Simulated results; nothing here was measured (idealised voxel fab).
This is a process module. Its name is voxel self aligned contacts.
Section shown: cut. Width: 230 nm. Cell size: 5 nm, square.
Cross-section layout: square cells on a grid; listed as bands, top to bottom; a band spans one or more cell rows. Heights first: top, then bottom, in nm. Then materials, left to right, each with a width in nm. "all across" on a single material: fills the band edge to edge. "empty": empty space. Below 0: as-received wafer, all one material; heights counted from there. Lowest band: no bottom, goes on down, written "0 nm and below". A two-number width, for instance "30 to 40", indicates that the width is equal to the first number in the top row of the band and to the second number in the bottom row, and that it changes by a constant amount per row of cells. Where the words "no modification" appear for a step, the cross-section shows no cell changed by that step; every cell remained as before. Basically, "closed voids" tells you about the enclosed voids: empty spaces with no open way to the top, 8 cells or bigger, each written width x height at distance, where distance is from the left edge, all in nm. Heads up: the bit after the settings on a step's line is the simulator's remark on that step. "overlay nm" denotes, for a step that has a mask, the displacement of the mask to the right of its planned place, with negative values corresponding to the left.

Listed below are the process steps as planned
1) RECEIVE | material Si
2) OXIDIZE | depth nm 5
3) DIRECTIONAL_DEP | material polySi | thk nm 25
4) DIRECTIONAL_DEP | material SiN | thk nm 15
5) MASKED_ETCH | tone cover | mask id GATE | width nm 30 | pitch nm 65 | etch materials SiN | depth nm 15 | overlay nm 0
6) MASKED_ETCH | tone cover | mask id GATE | width nm 30 | pitch nm 65 | etch materials polySi | depth nm 25 | overlay nm 0
7) CONFORMAL_DEP | material SiN | thk nm 5
8) DIRECTIONAL_ETCH | etch materials SiN | depth nm 5
9) FILL_DEP | material SiO2 | thk nm 20
10) CMP | height nm 50
11) MASKED_ETCH | tone open | mask id CONTACT | width nm 45 | pitch nm 65 | etch materials SiO2 | depth nm 55 | overlay nm 0
12) CONFORMAL_DEP | material TiN | thk nm 5
13) FILL_DEP | material Ru | thk nm 5
14) CMP | height nm 50
15) CONFORMAL_DEP | material SiCN | thk nm 5

The following pertains to the first of two wafers, which was processed as planned

Incoming wafer, cross-sectional view, post step 1
	0 nm and below  Si all across
	closed voids: none

Wafer xsec, post step 2
	0 nm to -5 nm  SiO2 all across
	For the remainder of the cross-section, below -5, there is no change.

Wafer xsec, post step 3
	25 nm to 0 nm  polySi all across
	For the remainder of the cross-section, below 0, there is no change.

Wafer xsec, post step 4
	40 nm to 25 nm  SiN all across
	For the remainder of the cross-section, below 25, there is no change.

Wafer xsec, post step 5
	40 nm to 25 nm  empty (35)  SiN (30)  empty (35)  SiN (30)  empty (35)  SiN (30)  empty (35)
	For the remainder of the cross-section, below 25, there is no change.

Wafer xsec, post step 6
	40 nm to 25 nm  empty (35)  SiN (30)  empty (35)  SiN (30)  empty (35)  SiN (30)  empty (35)
	25 nm to 0 nm  empty (35)  polySi (30)  empty (35)  polySi (30)  empty (35)  polySi (30)  empty (35)
	For the remainder of the cross-section, below 0, there is no change.

Wafer xsec, post step 7
	45 nm to 25 nm  empty (30)  SiN (40)  empty (25)  SiN (40)  empty (25)  SiN (40)  empty (30)
	25 nm to 5 nm  empty (30)  SiN (5)  polySi (30)  SiN (5)  empty (25)  SiN (5)  polySi (30)  SiN (5)  empty (25)  SiN (5)  polySi (30)  SiN (5)  empty (30)
	5 nm to 0 nm  SiN (35)  polySi (30)  SiN (35)  polySi (30)  SiN (35)  polySi (30)  SiN (35)
	For the remainder of the cross-section, below 0, there is no change.

Wafer xsec, post step 8
	40 nm to 25 nm  empty (30)  SiN (40)  empty (25)  SiN (40)  empty (25)  SiN (40)  empty (30)
	25 nm to 0 nm  empty (30)  SiN (5)  polySi (30)  SiN (5)  empty (25)  SiN (5)  polySi (30)  SiN (5)  empty (25)  SiN (5)  polySi (30)  SiN (5)  empty (30)
	For the remainder of the cross-section, below 0, there is no change.

Wafer xsec, post step 9
	60 nm to 40 nm  SiO2 all across
	40 nm to 25 nm  SiO2 (30)  SiN (40)  SiO2 (25)  SiN (40)  SiO2 (25)  SiN (40)  SiO2 (30)
	25 nm to 0 nm  SiO2 (30)  SiN (5)  polySi (30)  SiN (5)  SiO2 (25)  SiN (5)  polySi (30)  SiN (5)  SiO2 (25)  SiN (5)  polySi (30)  SiN (5)  SiO2 (30)
	For the remainder of the cross-section, below 0, there is no change.

Wafer xsec, post step 10
	50 nm to 40 nm  SiO2 all across
	For the remainder of the cross-section, below 40, there is no change.

Wafer xsec, post step 11
	50 nm to 40 nm  SiO2 (60)  empty (45)  SiO2 (20)  empty (45)  SiO2 (60)
	40 nm to 25 nm  SiO2 (30)  SiN (40)  empty (25)  SiN (40)  empty (25)  SiN (40)  SiO2 (30)
	25 nm to 0 nm  SiO2 (30)  SiN (5)  polySi (30)  SiN (5)  empty (25)  SiN (5)  polySi (30)  SiN (5)  empty (25)  SiN (5)  polySi (30)  SiN (5)  SiO2 (30)
	0 nm to -5 nm  SiO2 (70)  empty (25)  SiO2 (40)  empty (25)  SiO2 (70)
	For the remainder of the cross-section, below -5, there is no change.

Wafer xsec, post step 12
	55 nm to 50 nm  TiN (65)  empty (35)  TiN (30)  empty (35)  TiN (65)
	50 nm to 40 nm  SiO2 (60)  TiN (5 to 15)  empty (35 to 15)  TiN (5 to 15)  SiO2 (20)  TiN (5 to 15)  empty (35 to 15)  TiN (5 to 15)  SiO2 (60)
	40 nm to 25 nm  SiO2 (30)  SiN (40)  TiN (5)  empty (15)  TiN (5)  SiN (40)  TiN (5)  empty (15)  TiN (5)  SiN (40)  SiO2 (30)
	25 nm to 0 nm  SiO2 (30)  SiN (5)  polySi (30)  SiN (5)  TiN (5)  empty (15)  TiN (5)  SiN (5)  polySi (30)  SiN (5)  TiN (5)  empty (15)  TiN (5)  SiN (5)  polySi (30)  SiN (5)  SiO2 (30)
	0 nm to -5 nm  SiO2 (70)  TiN (25)  SiO2 (40)  TiN (25)  SiO2 (70)
	For the remainder of the cross-section, below -5, there is no change.

Wafer xsec, post step 13
	60 nm to 55 nm  Ru all across
	55 nm to 50 nm  TiN (65)  Ru (35)  TiN (30)  Ru (35)  TiN (65)
	50 nm to 40 nm  SiO2 (60)  TiN (5 to 15)  Ru (35 to 15)  TiN (5 to 15)  SiO2 (20)  TiN (5 to 15)  Ru (35 to 15)  TiN (5 to 15)  SiO2 (60)
	40 nm to 25 nm  SiO2 (30)  SiN (40)  TiN (5)  Ru (15)  TiN (5)  SiN (40)  TiN (5)  Ru (15)  TiN (5)  SiN (40)  SiO2 (30)
	25 nm to 0 nm  SiO2 (30)  SiN (5)  polySi (30)  SiN (5)  TiN (5)  Ru (15)  TiN (5)  SiN (5)  polySi (30)  SiN (5)  TiN (5)  Ru (15)  TiN (5)  SiN (5)  polySi (30)  SiN (5)  SiO2 (30)
	For the remainder of the cross-section, below 0, there is no change.

Wafer xsec, post step 14
	50 nm to 40 nm  SiO2 (60)  TiN (5 to 15)  Ru (35 to 15)  TiN (5 to 15)  SiO2 (20)  TiN (5 to 15)  Ru (35 to 15)  TiN (5 to 15)  SiO2 (60)
	For the remainder of the cross-section, below 40, there is no change.

Wafer xsec, post step 15
	55 nm to 50 nm  SiCN all across
	For the remainder of the cross-section, below 50, there is no change.

Wafer two: like wafer one in start and plan, but with one mistake in execution; identical up to and including step 3

The second wafer cut through, at the time step 4 was supposed to be finished
	40 nm to 25 nm  SiCN all across
	For the remainder of the cross-section, below 25, there is no change.

The second wafer cut through, at the time step 5 was supposed to be finished: no modification

The second wafer cut through, at the time step 6 was supposed to be finished: no modification

The second wafer cut through, at the time step 7 was supposed to be finished
	45 nm to 40 nm  SiN all across
	For the remainder of the cross-section, below 40, there is no change.

The second wafer cut through, at the time step 8 was supposed to be finished
	40 nm to 25 nm  SiCN all across
	For the remainder of the cross-section, below 25, there is no change.

The second wafer cut through, at the time step 9 was supposed to be finished
	60 nm to 40 nm  SiO2 all across
	For the remainder of the cross-section, below 40, there is no change.

The second wafer cut through, at the time step 10 was supposed to be finished
	50 nm to 40 nm  SiO2 all across
	For the remainder of the cross-section, below 40, there is no change.

The second wafer cut through, at the time step 11 was supposed to be finished
	50 nm to 40 nm  SiO2 (60)  empty (45)  SiO2 (20)  empty (45)  SiO2 (60)
	For the remainder of the cross-section, below 40, there is no change.

The second wafer cut through, at the time step 12 was supposed to be finished
	55 nm to 50 nm  TiN (65)  empty (35)  TiN (30)  empty (35)  TiN (65)
	50 nm to 45 nm  SiO2 (60)  TiN (5)  empty (35)  TiN (5)  SiO2 (20)  TiN (5)  empty (35)  TiN (5)  SiO2 (60)
	45 nm to 40 nm  SiO2 (60)  TiN (45)  SiO2 (20)  TiN (45)  SiO2 (60)
	For the remainder of the cross-section, below 40, there is no change.

The second wafer cut through, at the time step 13 was supposed to be finished
	60 nm to 55 nm  Ru all across
	55 nm to 50 nm  TiN (65)  Ru (35)  TiN (30)  Ru (35)  TiN (65)
	50 nm to 45 nm  SiO2 (60)  TiN (5)  Ru (35)  TiN (5)  SiO2 (20)  TiN (5)  Ru (35)  TiN (5)  SiO2 (60)
	For the remainder of the cross-section, below 45, there is no change.

The second wafer cut through, at the time step 14 was supposed to be finished
	50 nm to 45 nm  SiO2 (60)  TiN (5)  Ru (35)  TiN (5)  SiO2 (20)  TiN (5)  Ru (35)  TiN (5)  SiO2 (60)
	For the remainder of the cross-section, below 45, there is no change.

The second wafer cut through, at the time step 15 was supposed to be finished
	55 nm to 50 nm  SiCN all across
	For the remainder of the cross-section, below 50, there is no change.
Short version of what went wrong: step 4 ran as: DIRECTIONAL_DEP | material SiCN | thk nm 15
End of process, cell counts, second wafer against first, materials with more or fewer: 54 fewer of Ru, 138 more of SiCN, 102 fewer of SiN, 86 fewer of SiO2, 36 fewer of TiN, 140 more of polySi
